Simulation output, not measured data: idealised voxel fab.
You're looking at the process module voxel ribs on slabs.
cross-section cut | 235 nm wide | cells 5 nm
Each cross-section below is a grid of square cells, stated as bands in top-down order, with one or more rows of cells making up each band. Within each band entry, the heights of the top and of the bottom of the band appear first, in that order and in nm; the materials of the band then follow from left to right, each with its corresponding width in nm. The designation "everywhere" on a single material indicates that it fills the band from edge to edge; the designation "air" indicates empty space. Heights from 0 (as-received wafer is one material below). Bottom band endless downward, as "0 nm and below". The width entry "30 to 40" should be interpreted row by row: the top row of cells in the band takes the first number, the bottom row takes the second number, and the change between adjacent rows is uniform throughout. A step reported as "stayed the same" is a step in which no cell of the cross-section changed. Non-vented voids: empty space of 8 cells or more with no open way to the top, each as width x height at its distance from the left edge, in nm. Step line, after settings: the simulator's comment on this step. Steps that use a mask can have "overlay nm" on their line. It says how far the mask sat to the right of where it was meant to be. Negative means to the left.

Set out below are the planned steps of the process:
| 1 | RECEIVE [material Si] |
| 2 | DIRECTIONAL_DEP [material SiO2] [thk nm 25] |
| 3 | DIRECTIONAL_DEP [material polySi] [thk nm 20] |
| 4 | DIRECTIONAL_DEP [material aC] [thk nm 10] |
| 5 | PATTERN [tone cover] [mask id RIB] [material resist] [width nm 30] [thk nm 25] [overlay nm 0] |
| 6 | DIRECTIONAL_ETCH [etch materials aC] [depth nm 10] |
| 7 | STRIP [etch materials resist] |
| 8 | DIRECTIONAL_ETCH [etch materials polySi] [depth nm 10] |
| 9 | STRIP [etch materials aC] |
| 10 | MASKED_ETCH [tone cover] [mask id SLAB] [width nm 80] [etch materials polySi] [depth nm 10] [overlay nm 0] |
| 11 | FILL_DEP [material SiO2] [thk nm 25] |
| 12 | CMP [height nm 60] |
| 13 | DIRECTIONAL_DEP [material TiN] [thk nm 5] |
| 14 | PATTERN [tone cover] [mask id HEATER] [material resist] [width nm 40] [thk nm 15] [overlay nm 0] |
| 15 | DIRECTIONAL_ETCH [etch materials TiN] [depth nm 5] |
| 16 | STRIP [etch materials resist] |
| 17 | CONFORMAL_DEP [material SiO2] [thk nm 5] |

Wafer at receipt (post step 1), cross-section:
  0 nm and below  Si everywhere
  Non-vented voids: none

Module complete - cross-section of the first of two wafers, run according to plan:
  70 nm to 65 nm  90 air | 50 SiO2 | 95 air
  65 nm to 60 nm  95 SiO2 | 40 TiN | 100 SiO2
  60 nm to 45 nm  SiO2 everywhere
  45 nm to 35 nm  100 SiO2 | 30 polySi | 105 SiO2
  35 nm to 25 nm  75 SiO2 | 80 polySi | 80 SiO2
  25 nm to 0 nm  SiO2 everywhere
  0 nm and below  Si everywhere
  Non-vented voids: none

Wafer two, end of module, cross-section. Same start, same plan as wafer one. One mistake in the run:
  70 nm to 65 nm  90 air | 50 SiO2 | 95 air
  65 nm to 60 nm  95 SiO2 | 40 TiN | 100 SiO2
  60 nm to 50 nm  75 SiO2 | 80 polySi | 80 SiO2
  50 nm to 0 nm  SiO2 everywhere
  0 nm and below  Si everywhere
  Non-vented voids: none
Diagnosis: twice over, step 2 of the plan was run
Heads up, by the end the second wafer has more or fewer cells of some materials compared to the first: 12 more of SiO2 | 12 fewer of polySi
